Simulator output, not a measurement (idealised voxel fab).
The process module that follows is named voxel air gaps.
Cross-section cut spans 235 nm and uses square cells 5 nm in size.
A cross-section is written here as square cells arranged in a grid, and it is given in bands from the top down, each band taking up one or more rows of cells.
The entry gives the band's vertical extent as a top height and a bottom height in nm, then its horizontal make-up as materials from left to right, each with a width in nm. "empty" stands for empty space; a single material marked "all across" fills the band edge to edge.
Counting heights begins at 0, where everything beneath is, in the wafer as received, one material. The lowest band has no bottom; it goes on downwards, as "from 0 down" shows.
The width entry "30 to 40" should be interpreted row by row: the top row of cells in the band takes the first number, the bottom row takes the second number, and the change between adjacent rows is uniform throughout.
What does "all unchanged" mean for a step? It means no cell of the cross-section changed in that step.
For the entry "Unvented internal voids", the listed items are empty spaces with no open way to the top whose size is 8 cells or more; each item follows the pattern width x height at distance, where distance is from the left edge and all three are in nm.
It should be noted that, on the line of a given step, the content following the step's settings is a remark produced by the simulator itself with respect to that step.
Each step line may optionally specify "overlay nm", which for a step with a mask gives the rightward distance between the mask's planned place and where it lay, a negative value indicating the leftward direction.
-- The process steps that were planned are listed below
| 1 | op RECEIVE | material Si |
| 2 | op CONFORMAL_DEP | material SiO2 | thk nm 10 |
| 3 | op CONFORMAL_DEP | material SiCN | thk nm 5 |
| 4 | op DIRECTIONAL_DEP | material SiO2 | thk nm 40 |
| 5 | op MASKED_ETCH | tone open | mask id LINES | width nm 20 | pitch nm 45 | etch materials SiO2 | depth nm 40 | overlay nm 0 |
| 6 | op CONFORMAL_DEP | material TiN | thk nm 5 |
| 7 | op FILL_DEP | material W | thk nm 5 |
| 8 | op CMP | height nm 55 |
| 9 | op EPI | material Ru | thk nm 10 |
| 10 | op SELECTIVE_ETCH | etch materials SiO2 | depth nm 50 |
| 11 | op CONFORMAL_DEP | material SiCN | thk nm 5 |
-- Here's what the wafer looked like in cross-section when it arrived - that's after step 1
from 0 down | Si all across
Unvented internal voids: none
-- First of two wafers at the end of the module, shown in cross-section; run carried out as planned
from 70 to 65 | empty 25 | SiCN 185 | empty 25
from 65 to 55 | empty 25 | SiCN 5 | Ru 40 | SiCN 5 | Ru 40 | SiCN 5 | Ru 40 | SiCN 5 | Ru 40 | SiCN 5 | empty 25
from 55 to 50 | empty 25 | SiCN 15 | TiN 5 | W 10 | TiN 5 | SiCN 25 | TiN 5 | W 10 | TiN 5 | SiCN 25 | TiN 5 | W 10 | TiN 5 | SiCN 25 | TiN 5 | W 10 | TiN 5 | SiCN 15 | empty 25
from 50 to 20 | empty 35 | SiCN 5 | TiN 5 | W 10 | TiN 5 | SiCN 5 | empty 15 | SiCN 5 | TiN 5 | W 10 | TiN 5 | SiCN 5 | empty 15 | SiCN 5 | TiN 5 | W 10 | TiN 5 | SiCN 5 | empty 15 | SiCN 5 | TiN 5 | W 10 | TiN 5 | SiCN 5 | empty 35
from 20 to 15 | SiCN 40 | TiN 20 | SiCN 25 | TiN 20 | SiCN 25 | TiN 20 | SiCN 25 | TiN 20 | SiCN 40
from 15 to 10 | SiCN all across
from 10 to 0 | SiO2 all across
from 0 down | Si all across
Unvented internal voids: 15 x 30 at 65; 15 x 30 at 110; 15 x 30 at 155
-- Cross-section at end of module for the second wafer of two, which matched the first in starting point and plan and differed by one mistake in its processing
from 70 to 55 | empty 25 | Ru 185 | empty 25
from 55 to 50 | empty 25 | Ru 15 | TiN 5 | W 10 | TiN 5 | Ru 25 | TiN 5 | W 10 | TiN 5 | Ru 25 | TiN 5 | W 10 | TiN 5 | Ru 25 | TiN 5 | W 10 | TiN 5 | Ru 15 | empty 25
from 50 to 20 | empty 35 | Ru 5 | TiN 5 | W 10 | TiN 5 | Ru 5 | empty 15 | Ru 5 | TiN 5 | W 10 | TiN 5 | Ru 5 | empty 15 | Ru 5 | TiN 5 | W 10 | TiN 5 | Ru 5 | empty 15 | Ru 5 | TiN 5 | W 10 | TiN 5 | Ru 5 | empty 35
from 20 to 15 | Ru 40 | TiN 20 | Ru 25 | TiN 20 | Ru 25 | TiN 20 | Ru 25 | TiN 20 | Ru 40
from 15 to 10 | SiCN all across
from 10 to 0 | SiO2 all across
from 0 down | Si all across
Unvented internal voids: 15 x 30 at 65; 15 x 30 at 110; 15 x 30 at 155
Against the plan, the run slipped here: contrary to plan, step 11 was performed as op CONFORMAL_DEP | material Ru | thk nm 5
Looking at both finished wafers in cells, the second ends up ahead of or behind the first on some materials: Ru: 147 more | SiCN: 147 fewer
